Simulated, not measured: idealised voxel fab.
process module | voxel quadruple lines
cross-section cut | 140 nm wide | cells 5 nm
A cross-section in this document is a grid of square cells, and it is written down as bands, the top band listed before the ones below it; a band is made up of one or more rows of cells.
Heads up on the band format: heights come first, top then bottom, in nm. After that it's the materials left to right, each with its width in nm. A single material flagged "everywhere" fills the whole band edge to edge, and "blank" means there's empty space there.
The reference from which all heights are counted is 0, the level beneath which the as-received wafer is entirely one material; the lowest band, having no lower bound, proceeds downward and is written after the example "0..down".
A width such as "30->40" changes by the same amount from each row of cells to the next, from the band's top row to its bottom row.
Key: "nothing got changed" - step with no changed cell in the cross-section.
Any empty space of 8 cells or more lacking an open way to the top shows up in "Completely enclosed voids" as width x height at distance, distance from the left edge, in nm.
Note: text after step settings on the step line = simulator remark on that step.
"overlay nm", when on a step's line for a step with a mask, measures how far to the right of its planned place the mask lay; a negative measure means to the left.
### These are the steps we planned for the process
step 1: RECEIVE | material Si
step 2: CONFORMAL_DEP | material Al2O3 | thk nm 10
step 3: DIRECTIONAL_DEP | material W | thk nm 15
step 4: DIRECTIONAL_DEP | material polySi | thk nm 20
step 5: DIRECTIONAL_DEP | material aC | thk nm 20
step 6: PATTERN | tone cover | mask id MANDREL | material resist | width nm 20 | thk nm 25 | overlay nm 0
step 7: DIRECTIONAL_ETCH | etch materials aC | depth nm 20
step 8: STRIP | etch materials resist
step 9: CONFORMAL_DEP | material SiO2 | thk nm 10
step 10: DIRECTIONAL_ETCH | etch materials SiO2 | depth nm 10
step 11: STRIP | etch materials aC
step 12: DIRECTIONAL_ETCH | etch materials polySi | depth nm 20
step 13: STRIP | etch materials SiO2
step 14: CONFORMAL_DEP | material SiN | thk nm 5
step 15: DIRECTIONAL_ETCH | etch materials SiN | depth nm 5
step 16: STRIP | etch materials polySi
step 17: DIRECTIONAL_ETCH | etch materials W | depth nm 15
step 18: STRIP | etch materials SiN
step 19: FILL_DEP | material lowk | thk nm 5
step 20: CMP | height nm 25
Wafers differ in thk nm at step 14; plan lists the first wafer's value; identical starting state.
### first wafer as received, after step 1
  0..down: Si everywhere
  Completely enclosed voids: none
### Take any row and you have a wafer at the end of the module: how many cells of each material it has gained (+) or lost (-) since it was received, and then its closed voids
thk nm 5; +56 Al2O3; +12 W; +72 lowk; Completely enclosed voids: none
thk nm 10; +56 Al2O3; +84 W; Completely enclosed voids: none
thk nm 15; +56 Al2O3; +84 W; Completely enclosed voids: none
thk nm 20; +56 Al2O3; +84 W; Completely enclosed voids: none
